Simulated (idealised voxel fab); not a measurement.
Process module name: voxel capacitor over wiring
Each square cell in cross-section cut measures 5 nm, and the section as a whole is 265 nm wide.
Think of the cross-section as a grid of square cells. We describe it in bands, top to bottom, and each band covers one or more rows of those cells.
It is stipulated that each band's entry specify, in nanometres, the height of the top of the band and then that of its bottom, followed by the materials of the band in left-to-right sequence, each together with its width in nanometres. A single material marked by the word "edge to edge" is understood to fill the band from edge to edge; the word "blank" is understood to denote empty space.
Basically, 0 is our baseline, since under it the wafer straight out of the box is all one material. The bottom band has no lower end and keeps on going down, so it looks like "0..down".
Width "30..40": first value at the band's top row of cells, second value at its bottom row, equal change from row to row.
Reading "left unchanged" for a step: not a cell of the cross-section changed in it.
So "Closed voids list" is basically the list of trapped voids: any empty space of 8 cells or more that can't reach the top through an opening. They're written width x height at distance, the distance being from the left edge, and it's all nm.
Formally, on a step line, whatever follows the settings is a remark that the simulator itself makes on the step.
The "overlay nm" setting may appear on a step's line; for a step that uses a mask, it gives how far to the right of its planned position the mask lay, and a negative value indicates the left.
For the reader: what remains of this document is a series of pairs, each showing a cross-section before one process step and a cross-section after that step which reaches down only to the lowest band that changed, with the step between them and its settings set out under the pair. It should not be assumed that a pair continues from the pair above it; the pairs can come from different runs of this module on the same starting wafer, and such continuity exists only where the entry headed "Ex-ante state" says so.
Ex-ante state
    95..85  aC edge to edge
    85..75  SiO2 edge to edge
    75..70  SiO2 90 nm, TiN 60 nm, SiO2 115 nm
    70..65  SiO2 90 nm, HfO2 60 nm, SiO2 115 nm
    65..60  SiO2 80 nm, TiN 80 nm, SiO2 105 nm
    60..40  lowk 90 nm, TiN 5 nm, W 5 nm, TiN 5 nm, lowk 160 nm
    40..35  SiCN 90 nm, TiN 15 nm, SiCN 160 nm
    35..20  lowk 75 nm, SiCN 5 nm, W 25 nm, SiCN 5 nm, lowk 45 nm, SiCN 5 nm, W 25 nm, SiCN 5 nm, lowk 75 nm
    20..15  SiCN 80 nm, TiN 25 nm, SiCN 55 nm, TiN 25 nm, SiCN 80 nm
    15..0  SiO2 edge to edge
    0..down  Si edge to edge
    Closed voids list: none
Resulting Structure
    125..95  resist 100 nm, blank 15 nm, resist 150 nm
    Anything lower than 95 is untouched.
    Closed voids list: none
Step taken after the before cross-section and before the after cross-section above: PATTERN with tone open, mask id PLUG_2, material resist, width nm 15, thk nm 30, overlay nm 0
Ex-ante state: For the state before this step, see the after cross-section of the pair located directly above.
Resulting Structure
    115..95  resist 100 nm, blank 15 nm, resist 150 nm
    95..85  aC 100 nm, blank 15 nm, aC 150 nm
    Anything lower than 85 is untouched.
    Closed voids list: none
Step taken after the before cross-section and before the after cross-section above: DIRECTIONAL_ETCH with etch materials aC, depth nm 10
Ex-ante state: For the state before this step, see the after cross-section of the pair located directly above.
Resulting Structure
    95..85  aC 100 nm, blank 15 nm, aC 150 nm
    Anything lower than 85 is untouched.
    Closed voids list: none
Step taken after the before cross-section and before the after cross-section above: STRIP with etch materials resist
Ex-ante state: For the state before this step, see the after cross-section of the pair located directly above.
Resulting Structure
    95..85  aC 100 nm, blank 15 nm, aC 150 nm
    85..75  SiO2 100 nm, blank 15 nm, SiO2 150 nm
    Anything lower than 75 is untouched.
    Closed voids list: none
Step taken after the before cross-section and before the after cross-section above: DIRECTIONAL_ETCH with etch materials SiO2, depth nm 10
Ex-ante state: For the state before this step, see the after cross-section of the pair located directly above.
Resulting Structure
    85..75  SiO2 100 nm, blank 15 nm, SiO2 150 nm
    Anything lower than 75 is untouched.
    Closed voids list: none
Step taken after the before cross-section and before the after cross-section above: STRIP with etch materials aC
Ex-ante state: For the state before this step, see the after cross-section of the pair located directly above.
Resulting Structure
    90..85  TiN 105 nm, blank 5 nm, TiN 155 nm
    85..80  SiO2 100 nm, TiN 5 nm, blank 5 nm, TiN 5 nm, SiO2 150 nm
    80..70  SiO2 100..90 nm, TiN 15..60 nm, SiO2 150..115 nm
    Anything lower than 70 is untouched.
    Closed voids list: none
Step taken after the before cross-section and before the after cross-section above: CONFORMAL_DEP with material TiN, thk nm 5
Ex-ante state: For the state before this step, see the after cross-section of the pair located directly above.
Resulting Structure
    100..90  Ru edge to edge
    90..85  TiN 105 nm, Ru 5 nm, TiN 155 nm
    85..80  SiO2 100 nm, TiN 5 nm, Ru 5 nm, TiN 5 nm, SiO2 150 nm
    Anything lower than 80 is untouched.
    Closed voids list: none
Step taken after the before cross-section and before the after cross-section above: FILL_DEP with material Ru, thk nm 10
Ex-ante state: For the state before this step, see the after cross-section of the pair located directly above.
Resulting Structure
    85..80  SiO2 100 nm, TiN 5 nm, Ru 5 nm, TiN 5 nm, SiO2 150 nm
    Anything lower than 80 is untouched.
    Closed voids list: none
Step taken after the before cross-section and before the after cross-section above: CMP with height nm 85
Ex-ante state: For the state before this step, see the after cross-section of the pair located directly above.
Resulting Structure
    90..85  SiCN edge to edge
    Anything lower than 85 is untouched.
    Closed voids list: none
Step taken after the before cross-section and before the after cross-section above: CONFORMAL_DEP with material SiCN, thk nm 5
Ex-ante state
    75..70  blank 90 nm, TiN 60 nm, blank 115 nm
    70..65  blank 90 nm, HfO2 60 nm, blank 115 nm
    65..60  TiN edge to edge
    60..40  lowk 90 nm, TiN 5 nm, W 5 nm, TiN 5 nm, lowk 160 nm
    40..35  SiCN 90 nm, TiN 15 nm, SiCN 160 nm
    35..20  lowk 75 nm, SiCN 5 nm, W 25 nm, SiCN 5 nm, lowk 45 nm, SiCN 5 nm, W 25 nm, SiCN 5 nm, lowk 75 nm
    20..15  SiCN 80 nm, TiN 25 nm, SiCN 55 nm, TiN 25 nm, SiCN 80 nm
    15..0  SiO2 edge to edge
    0..down  Si edge to edge
    Closed voids list: none
Resulting Structure
    90..75  blank 80 nm, resist 70 nm, blank 115 nm
    75..70  blank 80 nm, resist 10 nm, TiN 60 nm, blank 115 nm
    70..65  blank 80 nm, resist 10 nm, HfO2 60 nm, blank 115 nm
    Anything lower than 65 is untouched.
    Closed voids list: none
Step taken after the before cross-section and before the after cross-section above: PATTERN with tone cover, mask id LOWER_PLATE, material resist, width nm 70, thk nm 15, overlay nm -5
Ex-ante state: For the state before this step, see the after cross-section of the pair located directly above.
Resulting Structure
    90..75  blank 80 nm, resist 70 nm, blank 115 nm
    75..70  blank 80 nm, resist 10 nm, TiN 60 nm, blank 115 nm
    70..65  blank 80 nm, resist 10 nm, HfO2 60 nm, blank 115 nm
    65..60  blank 80 nm, TiN 70 nm, blank 115 nm
    Anything lower than 60 is untouched.
    Closed voids list: none
Step taken after the before cross-section and before the after cross-section above: DIRECTIONAL_ETCH with etch materials TiN, depth nm 5
Ex-ante state: For the state before this step, see the after cross-section of the pair located directly above.
Resulting Structure
    75..70  blank 90 nm, TiN 60 nm, blank 115 nm
    70..65  blank 90 nm, HfO2 60 nm, blank 115 nm
    Anything lower than 65 is untouched.
    Closed voids list: none
Step taken after the before cross-section and before the after cross-section above: STRIP with etch materials resist
Ex-ante state: For the state before this step, see the after cross-section of the pair located directly above.
Resulting Structure
    90..75  SiO2 edge to edge
    75..70  SiO2 90 nm, TiN 60 nm, SiO2 115 nm
    70..65  SiO2 90 nm, HfO2 60 nm, SiO2 115 nm
    65..60  SiO2 80 nm, TiN 70 nm, SiO2 115 nm
    Anything lower than 60 is untouched.
    Closed voids list: none
Step taken after the before cross-section and before the after cross-section above: FILL_DEP with material SiO2, thk nm 15
Ex-ante state: For the state before this step, see the after cross-section of the pair located directly above.
Resulting Structure
    85..75  SiO2 edge to edge
    Anything lower than 75 is untouched.
    Closed voids list: none
Step taken after the before cross-section and before the after cross-section above: CMP with height nm 85
Ex-ante state: For the state before this step, see the after cross-section of the pair located directly above.
Resulting Structure
    95..85  aC edge to edge
    Anything lower than 85 is untouched.
    Closed voids list: none
Step taken after the before cross-section and before the after cross-section above: DIRECTIONAL_DEP with material aC, thk nm 10
Ex-ante state: For the state before this step, see the after cross-section of the pair located directly above.
Resulting Structure
    125..95  resist 100 nm, blank 15 nm, resist 150 nm
    Anything lower than 95 is untouched.
    Closed voids list: none
Step taken after the before cross-section and before the after cross-section above: PATTERN with tone open, mask id PLUG_2, material resist, width nm 15, thk nm 30, overlay nm 0
Ex-ante state: For the state before this step, see the after cross-section of the pair located directly above.
Resulting Structure
    115..95  resist 100 nm, blank 15 nm, resist 150 nm
    95..85  aC 100 nm, blank 15 nm, aC 150 nm
    Anything lower than 85 is untouched.
    Closed voids list: none
Step taken after the before cross-section and before the after cross-section above: DIRECTIONAL_ETCH with etch materials aC, depth nm 10
Ex-ante state: For the state before this step, see the after cross-section of the pair located directly above.
Resulting Structure
    95..85  aC 100 nm, blank 15 nm, aC 150 nm
    Anything lower than 85 is untouched.
    Closed voids list: none
Step taken after the before cross-section and before the after cross-section above: STRIP with etch materials resist
Ex-ante state: For the state before this step, see the after cross-section of the pair located directly above.
Resulting Structure
    95..85  aC 100 nm, blank 15 nm, aC 150 nm
    85..75  SiO2 100 nm, blank 15 nm, SiO2 150 nm
    Anything lower than 75 is untouched.
    Closed voids list: none
Step taken after the before cross-section and before the after cross-section above: DIRECTIONAL_ETCH with etch materials SiO2, depth nm 10
Ex-ante state: For the state before this step, see the after cross-section of the pair located directly above.
Resulting Structure
    85..75  SiO2 100 nm, blank 15 nm, SiO2 150 nm
    Anything lower than 75 is untouched.
    Closed voids list: none
Step taken after the before cross-section and before the after cross-section above: STRIP with etch materials aC
Ex-ante state: For the state before this step, see the after cross-section of the pair located directly above.
Resulting Structure
    90..85  TiN 105 nm, blank 5 nm, TiN 155 nm
    85..80  SiO2 100 nm, TiN 5 nm, blank 5 nm, TiN 5 nm, SiO2 150 nm
    80..70  SiO2 100..90 nm, TiN 15..60 nm, SiO2 150..115 nm
    Anything lower than 70 is untouched.
    Closed voids list: none
Step taken after the before cross-section and before the after cross-section above: CONFORMAL_DEP with material TiN, thk nm 5
Ex-ante state: For the state before this step, see the after cross-section of the pair located directly above.
Resulting Structure
    100..90  Ru edge to edge
    90..85  TiN 105 nm, Ru 5 nm, TiN 155 nm
    85..80  SiO2 100 nm, TiN 5 nm, Ru 5 nm, TiN 5 nm, SiO2 150 nm
    Anything lower than 80 is untouched.
    Closed voids list: none
Step taken after the before cross-section and before the after cross-section above: FILL_DEP with material Ru, thk nm 10
Ex-ante state: For the state before this step, see the after cross-section of the pair located directly above.
Resulting Structure
    85..80  SiO2 100 nm, TiN 5 nm, Ru 5 nm, TiN 5 nm, SiO2 150 nm
    Anything lower than 80 is untouched.
    Closed voids list: none
Step taken after the before cross-section and before the after cross-section above: CMP with height nm 85
Ex-ante state: For the state before this step, see the after cross-section of the pair located directly above.
Resulting Structure
    90..85  SiCN edge to edge
    Anything lower than 85 is untouched.
    Closed voids list: none
Step taken after the before cross-section and before the after cross-section above: CONFORMAL_DEP with material SiCN, thk nm 5
Ex-ante state
    85..75  SiO2 100 nm, blank 15 nm, SiO2 150 nm
    75..70  SiO2 90 nm, TiN 60 nm, SiO2 115 nm
    70..65  SiO2 90 nm, HfO2 60 nm, SiO2 115 nm
    65..60  SiO2 85 nm, TiN 70 nm, SiO2 110 nm
    60..40  lowk 90 nm, TiN 5 nm, W 5 nm, TiN 5 nm, lowk 160 nm
    40..35  SiCN 90 nm, TiN 15 nm, SiCN 160 nm
    35..20  lowk 75 nm, SiCN 5 nm, W 25 nm, SiCN 5 nm, lowk 45 nm, SiCN 5 nm, W 25 nm, SiCN 5 nm, lowk 75 nm
    20..15  SiCN 80 nm, TiN 25 nm, SiCN 55 nm, TiN 25 nm, SiCN 80 nm
    15..0  SiO2 edge to edge
    0..down  Si edge to edge
    Closed voids list: none
Resulting Structure
    90..85  aC 105 nm, blank 5 nm, aC 155 nm
    85..80  SiO2 100 nm, aC 5 nm, blank 5 nm, aC 5 nm, SiO2 150 nm
    80..75  SiO2 100 nm, aC 15 nm, SiO2 150 nm
    Anything lower than 75 is untouched.
    Closed voids list: none
Step taken after the before cross-section and before the after cross-section above: CONFORMAL_DEP with material aC, thk nm 5
Ex-ante state: For the state before this step, see the after cross-section of the pair located directly above.
Resulting Structure
    100..90  Ru edge to edge
    90..85  aC 105 nm, Ru 5 nm, aC 155 nm
    85..80  SiO2 100 nm, aC 5 nm, Ru 5 nm, aC 5 nm, SiO2 150 nm
    Anything lower than 80 is untouched.
    Closed voids list: none
Step taken after the before cross-section and before the after cross-section above: FILL_DEP with material Ru, thk nm 10
Ex-ante state: For the state before this step, see the after cross-section of the pair located directly above.
Resulting Structure
    85..80  SiO2 100 nm, aC 5 nm, Ru 5 nm, aC 5 nm, SiO2 150 nm
    Anything lower than 80 is untouched.
    Closed voids list: none
Step taken after the before cross-section and before the after cross-section above: CMP with height nm 85
Ex-ante state: For the state before this step, see the after cross-section of the pair located directly above.
Resulting Structure
    90..85  SiCN edge to edge
    Anything lower than 85 is untouched.
    Closed voids list: none
Step taken after the before cross-section and before the after cross-section above: CONFORMAL_DEP with material SiCN, thk nm 5
Ex-ante state
    75..70  blank 90 nm, TiN 60 nm, blank 115 nm
    70..65  blank 90 nm, HfO2 60 nm, blank 115 nm
    65..60  TiN edge to edge
    60..40  lowk 90 nm, TiN 5 nm, W 5 nm, TiN 5 nm, lowk 160 nm
    40..35  SiCN 90 nm, TiN 15 nm, SiCN 160 nm
    35..20  lowk 75 nm, SiCN 5 nm, W 25 nm, SiCN 5 nm, lowk 45 nm, SiCN 5 nm, W 25 nm, SiCN 5 nm, lowk 75 nm
    20..15  SiCN 80 nm, TiN 25 nm, SiCN 55 nm, TiN 25 nm, SiCN 80 nm
    15..0  SiO2 edge to edge
    0..down  Si edge to edge
    Closed voids list: none
Resulting Structure
    90..75  resist 85 nm, blank 70 nm, resist 110 nm
    75..70  resist 85 nm, blank 5 nm, TiN 60 nm, blank 5 nm, resist 110 nm
    70..65  resist 85 nm, blank 5 nm, HfO2 60 nm, blank 5 nm, resist 110 nm
    Anything lower than 65 is untouched.
    Closed voids list: none
Step taken after the before cross-section and before the after cross-section above: PATTERN with tone open, mask id LOWER_PLATE, material resist, width nm 70, thk nm 15, overlay nm 0
Ex-ante state: For the state before this step, see the after cross-section of the pair located directly above.
Resulting Structure
    90..70  resist 85 nm, blank 70 nm, resist 110 nm
    70..65  resist 85 nm, blank 5 nm, HfO2 60 nm, blank 5 nm, resist 110 nm
    65..60  TiN 85 nm, blank 5 nm, TiN 60 nm, blank 5 nm, TiN 110 nm
    Anything lower than 60 is untouched.
    Closed voids list: none
Step taken after the before cross-section and before the after cross-section above: DIRECTIONAL_ETCH with etch materials TiN, depth nm 5
Ex-ante state: For the state before this step, see the after cross-section of the pair located directly above.
Resulting Structure
    70..65  blank 90 nm, HfO2 60 nm, blank 115 nm
    Anything lower than 65 is untouched.
    Closed voids list: none
Step taken after the before cross-section and before the after cross-section above: STRIP with etch materials resist
Ex-ante state: For the state before this step, see the after cross-section of the pair located directly above.
Resulting Structure
    85..70  SiO2 edge to edge
    70..65  SiO2 90 nm, HfO2 60 nm, SiO2 115 nm
    65..60  TiN 85 nm, SiO2 5 nm, TiN 60 nm, SiO2 5 nm, TiN 110 nm
    Anything lower than 60 is untouched.
    Closed voids list: none
Step taken after the before cross-section and before the after cross-section above: FILL_DEP with material SiO2, thk nm 15
Ex-ante state: For the state before this step, see the after cross-section of the pair located directly above.
Resulting Structure
    95..85  aC edge to edge
    Anything lower than 85 is untouched.
    Closed voids list: none
Step taken after the before cross-section and before the after cross-section above: DIRECTIONAL_DEP with material aC, thk nm 10
Ex-ante state: For the state before this step, see the after cross-section of the pair located directly above.
Resulting Structure
    125..95  resist 100 nm, blank 15 nm, resist 150 nm
    Anything lower than 95 is untouched.
    Closed voids list: none
Step taken after the before cross-section and before the after cross-section above: PATTERN with tone open, mask id PLUG_2, material resist, width nm 15, thk nm 30, overlay nm 0
Ex-ante state: For the state before this step, see the after cross-section of the pair located directly above.
Resulting Structure
    115..95  resist 100 nm, blank 15 nm, resist 150 nm
    95..85  aC 100 nm, blank 15 nm, aC 150 nm
    Anything lower than 85 is untouched.
    Closed voids list: none
Step taken after the before cross-section and before the after cross-section above: DIRECTIONAL_ETCH with etch materials aC, depth nm 10
Ex-ante state: For the state before this step, see the after cross-section of the pair located directly above.
Resulting Structure
    95..85  aC 100 nm, blank 15 nm, aC 150 nm
    Anything lower than 85 is untouched.
    Closed voids list: none
Step taken after the before cross-section and before the after cross-section above: STRIP with etch materials resist
Ex-ante state: For the state before this step, see the after cross-section of the pair located directly above.
Resulting Structure
    95..85  aC 100 nm, blank 15 nm, aC 150 nm
    85..75  SiO2 100 nm, blank 15 nm, SiO2 150 nm
    Anything lower than 75 is untouched.
    Closed voids list: none
Step taken after the before cross-section and before the after cross-section above: DIRECTIONAL_ETCH with etch materials SiO2, depth nm 10
Ex-ante state: For the state before this step, see the after cross-section of the pair located directly above.
Resulting Structure
    85..75  SiO2 100 nm, blank 15 nm, SiO2 150 nm
    Anything lower than 75 is untouched.
    Closed voids list: none
Step taken after the before cross-section and before the after cross-section above: STRIP with etch materials aC
Ex-ante state: For the state before this step, see the after cross-section of the pair located directly above.
Resulting Structure
    90..85  TiN 105 nm, blank 5 nm, TiN 155 nm
    85..80  SiO2 100 nm, TiN 5 nm, blank 5 nm, TiN 5 nm, SiO2 150 nm
    80..75  SiO2 100 nm, TiN 15 nm, SiO2 150 nm
    Anything lower than 75 is untouched.
    Closed voids list: none
Step taken after the before cross-section and before the after cross-section above: CONFORMAL_DEP with material TiN, thk nm 5
Ex-ante state: For the state before this step, see the after cross-section of the pair located directly above.
Resulting Structure
    100..90  Ru edge to edge
    90..85  TiN 105 nm, Ru 5 nm, TiN 155 nm
    85..80  SiO2 100 nm, TiN 5 nm, Ru 5 nm, TiN 5 nm, SiO2 150 nm
    Anything lower than 80 is untouched.
    Closed voids list: none
Step taken after the before cross-section and before the after cross-section above: FILL_DEP with material Ru, thk nm 10
Ex-ante state: For the state before this step, see the after cross-section of the pair located directly above.
Resulting Structure
    85..80  SiO2 100 nm, TiN 5 nm, Ru 5 nm, TiN 5 nm, SiO2 150 nm
    Anything lower than 80 is untouched.
    Closed voids list: none
Step taken after the before cross-section and before the after cross-section above: CMP with height nm 85
Ex-ante state: For the state before this step, see the after cross-section of the pair located directly above.
Resulting Structure
    90..85  SiCN edge to edge
    Anything lower than 85 is untouched.
    Closed voids list: none
Step taken after the before cross-section and before the after cross-section above: CONFORMAL_DEP with material SiCN, thk nm 5
